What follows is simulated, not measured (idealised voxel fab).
Title: Process Module voxel self aligned vias
cross-section cut | 260 nm wide | cells 5 nm
This document writes a cross-section as a grid whose cells are square, and gives it as bands, listed from the top down; one or more rows of cells form a band. Heights first: top, then bottom, in nm. Then materials, left to right, each with a width in nm. "throughout" on a single material: fills the band edge to edge. "air": empty space. Below 0: as-received wafer, all one material; heights counted from there. Lowest band: no bottom, goes on down, written "z 0 and below". The width entry "30..40" should be interpreted row by row: the top row of cells in the band takes the first number, the bottom row takes the second number, and the change between adjacent rows is uniform throughout. "no change" -> step changed no cross-section cell. Under "Completely enclosed voids" you'll find the enclosed gaps, the ones with no way out to the top, that are 8 cells or bigger; each reads width x height at distance, with distance counted from the left edge, everything in nm. Anything after a step's settings on that line? It's the simulator's own note about the step. What "overlay nm" on a step's line means: if the step has a mask, that mask lay this far to the right of its planned place, or, when the value is negative, to the left.

Steps planned for the process
| 1 | RECEIVE | material Si |
| 2 | CONFORMAL_DEP | material SiO2 | thk nm 15 |
| 3 | CONFORMAL_DEP | material SiCN | thk nm 5 |
| 4 | DIRECTIONAL_DEP | material SiO2 | thk nm 30 |
| 5 | PATTERN | tone open | mask id LINES | material resist | width nm 30 | pitch nm 60 | thk nm 20 | overlay nm 0 |
| 6 | DIRECTIONAL_ETCH | etch materials SiO2 | depth nm 30 |
| 7 | STRIP | etch materials resist |
| 8 | CONFORMAL_DEP | material TiN | thk nm 5 |
| 9 | FILL_DEP | material Ru | thk nm 10 |
| 10 | CMP | height nm 50 |
| 11 | SELECTIVE_ETCH | etch materials W Ru TiN | depth nm 5 |
| 12 | FILL_DEP | material SiN | thk nm 10 |
| 13 | CMP | height nm 50 |
| 14 | DIRECTIONAL_DEP | material SiO2 | thk nm 15 |
| 15 | MASKED_ETCH | tone open | mask id VIAS | width nm 40 | pitch nm 60 | etch materials SiO2 | depth nm 15 | overlay nm 0 |
| 16 | MASKED_ETCH | tone open | mask id VIAS | width nm 40 | pitch nm 60 | etch materials SiN | depth nm 5 | overlay nm 0 |
| 17 | CONFORMAL_DEP | material TiN | thk nm 5 |
| 18 | FILL_DEP | material W | thk nm 10 |
| 19 | CMP | height nm 65 |
| 20 | CONFORMAL_DEP | material SiCN | thk nm 5 |

Wafer cross-section on receipt, i.e. after step 1
> z 0 and below = Si throughout
> Completely enclosed voids: none

Starting wafer: above. Plan: above. Run: one mistake. Cross-section after the module: below
> z 70 to 65 = SiCN throughout
> z 65 to 50 = 50 nm SiO2; 5 nm TiN; 30 nm W; 5 nm TiN; 20 nm SiO2; 5 nm TiN; 30 nm W; 5 nm TiN; 20 nm SiO2; 5 nm TiN; 30 nm W; 5 nm TiN; 50 nm SiO2
> z 50 to 45 = 50 nm SiN; 40 nm TiN; 20 nm SiN; 40 nm TiN; 20 nm SiN; 40 nm TiN; 50 nm SiN
> z 45 to 20 = TiN throughout
> z 20 to 15 = SiCN throughout
> z 15 to 0 = SiO2 throughout
> z 0 and below = Si throughout
> Completely enclosed voids: none
Finding, execution versus plan: step 4 ran with different settings than intended, the actual operation and settings being DIRECTIONAL_DEP | material TiN | thk nm 30
